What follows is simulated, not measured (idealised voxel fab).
Process module heading - voxel ribs on slabs
Cross-sectional view cut (width: 150 nm; square cell size: 5 nm).
For the purposes of this document, a cross-section shall be understood as a grid of square cells, specified as bands listed in top-to-bottom order, each band consisting of one or more rows of cells. Band: top height; bottom height; in nm. Then, left to right: material with width in nm, for each material. "everywhere": a single material spanning edge to edge. "empty": empty space. Below 0: as-received wafer, all one material; heights counted from there. Lowest band: no bottom, goes on down, written "from 0 down". The expression "30->40" gives the width at the extremes of the band, the first number at its top row of cells and the second at its bottom row, with the width changing by equal amounts from each row to the next in between. Take "nothing was modified" at face value: in the step it is given for, the cross-section changed in none of its cells. Under "Fully sealed cavities" you'll find the enclosed gaps, the ones with no way out to the top, that are 8 cells or bigger; each reads width x height at distance, with distance counted from the left edge, everything in nm. Heads up: the bit after the settings on a step's line is the simulator's remark on that step. The setting "overlay nm" may be written on the line of a step. When the step uses a mask, the value reports how far to the right of the planned place the mask lay, and a negative value reports that it lay to the left.

[Set out below are the planned steps of the process]
| 1 | RECEIVE | material Si |
| 2 | DIRECTIONAL_DEP | material SiO2 | thk nm 20 |
| 3 | DIRECTIONAL_DEP | material SiN | thk nm 25 |
| 4 | PATTERN | tone cover | mask id RIB | material resist | width nm 30 | thk nm 20 | overlay nm 0 |
| 5 | DIRECTIONAL_ETCH | etch materials SiN | depth nm 10 |
| 6 | STRIP | etch materials resist |
| 7 | PATTERN | tone cover | mask id SLAB | material resist | width nm 80 | thk nm 20 | overlay nm 0 |
| 8 | DIRECTIONAL_ETCH | etch materials SiN | depth nm 15 |
| 9 | STRIP | etch materials resist |
| 10 | FILL_DEP | material SiO2 | thk nm 30 |
| 11 | CMP | height nm 65 |
| 12 | DIRECTIONAL_DEP | material W | thk nm 5 |
| 13 | MASKED_ETCH | tone cover | mask id HEATER | width nm 40 | etch materials W | depth nm 5 | overlay nm 0 |
| 14 | CONFORMAL_DEP | material SiO2 | thk nm 5 |

[As received (post step 1): cross-section]
    from 0 down: Si everywhere
    Fully sealed cavities: none

[Run as planned - first of the two wafers cross-sectioned at the end of the module]
    from 75 to 70: empty 50 | SiO2 50 | empty 50
    from 70 to 65: SiO2 55 | W 40 | SiO2 55
    from 65 to 45: SiO2 everywhere
    from 45 to 35: SiO2 60 | SiN 30 | SiO2 60
    from 35 to 20: SiO2 35 | SiN 80 | SiO2 35
    from 20 to 0: SiO2 everywhere
    from 0 down: Si everywhere
    Fully sealed cavities: none

[Here is the second of the two wafers cut open at the end of the module - same start, same plan as the first one, but we made one mistake running it]
    from 75 to 70: empty 50 | SiO2 50 | empty 50
    from 70 to 65: SiO2 55 | W 40 | SiO2 55
    from 65 to 60: SiO2 60 | SiN 30 | SiO2 60
    from 60 to 45: SiO2 35 | SiN 80 | SiO2 35
    from 45 to 20: SiN everywhere
    from 20 to 0: SiO2 everywhere
    from 0 down: Si everywhere
    Fully sealed cavities: none
Finding, execution versus plan: it should be noted that step 3 of the plan was executed twice
At the finish, the second wafer shows more or fewer cells for some materials than the first does: SiN: 144 more; SiO2: 144 fewer
